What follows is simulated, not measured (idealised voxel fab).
process module | voxel self aligned contacts
cross-section cut | 195 nm wide | cells 5 nm
A cross-section is a grid of square cells, given in bands from the top down. A band is one or more rows of cells.
Each band's line starts with the height of the band's top and of its bottom, in nm. Then come its materials from left to right, each with its width in nm. One material with "throughout" fills the band from edge to edge. "air" is empty space.
Height 0 is the level under which the wafer as received is all one material. The lowest band goes on downwards, as in "0 down".
A width such as "30 to 40" changes by the same amount from each row of cells to the next, from the band's top row to its bottom row.
"no change" after a step means that no cell of the cross-section changed.
closed voids: empty space of 8 cells or more with no open way to the top, each as width x height at its distance from the left edge, in nm
after a step's settings: what the simulator itself notes on the step
overlay nm, on a step with a mask: how far to the right of its planned place the mask lay; to the left if negative
plan
1 op RECEIVE | material Si
2 op CONFORMAL_DEP | material SiO2 | thk nm 5
3 op DIRECTIONAL_DEP | material polySi | thk nm 25
4 op DIRECTIONAL_DEP | material SiN | thk nm 25
5 op DIRECTIONAL_DEP | material aC | thk nm 15
6 op PATTERN | tone cover | mask id GATE | material resist | width nm 25 | pitch nm 65 | thk nm 35 | overlay nm 0
7 op DIRECTIONAL_ETCH | etch materials aC | depth nm 15
8 op STRIP | etch materials resist
9 op DIRECTIONAL_ETCH | etch materials SiN | depth nm 25
10 op DIRECTIONAL_ETCH | etch materials polySi | depth nm 25
11 op STRIP | etch materials aC
12 op CONFORMAL_DEP | material SiN | thk nm 10
13 op DIRECTIONAL_ETCH | etch materials SiN | depth nm 10
14 op FILL_DEP | material SiO2 | thk nm 15
15 op CMP | height nm 60
16 op MASKED_ETCH | tone open | mask id CONTACT | width nm 50 | etch materials SiO2 | depth nm 60 | overlay nm 0
17 op CONFORMAL_DEP | material TiN | thk nm 5
18 op FILL_DEP | material Ru | thk nm 5
19 op CMP | height nm 60
20 op CONFORMAL_DEP | material SiN | thk nm 5
as received, after step 1
  0 down: Si throughout
  closed voids: none
a wafer at the end: this start, this plan, one mistake
  65 to 60: SiN throughout
  60 to 55: Ru 35 | TiN 35 | SiO2 50 | TiN 35 | Ru 40
  55 to 30: Ru 35 | TiN 5 | SiN 45 | SiO2 20 | SiN 45 | TiN 5 | Ru 40
  30 to 5: Ru 35 | TiN 5 | SiN 10 | polySi 25 | SiN 10 | SiO2 20 | SiN 10 | polySi 25 | SiN 10 | TiN 5 | Ru 40
  5 to 0: TiN 40 | SiO2 110 | TiN 45
  0 down: Si throughout
  closed voids: none
what went wrong: step 16 ran as: op MASKED_ETCH | tone cover | mask id CONTACT | width nm 50 | etch materials SiO2 | depth nm 60 | overlay nm 0
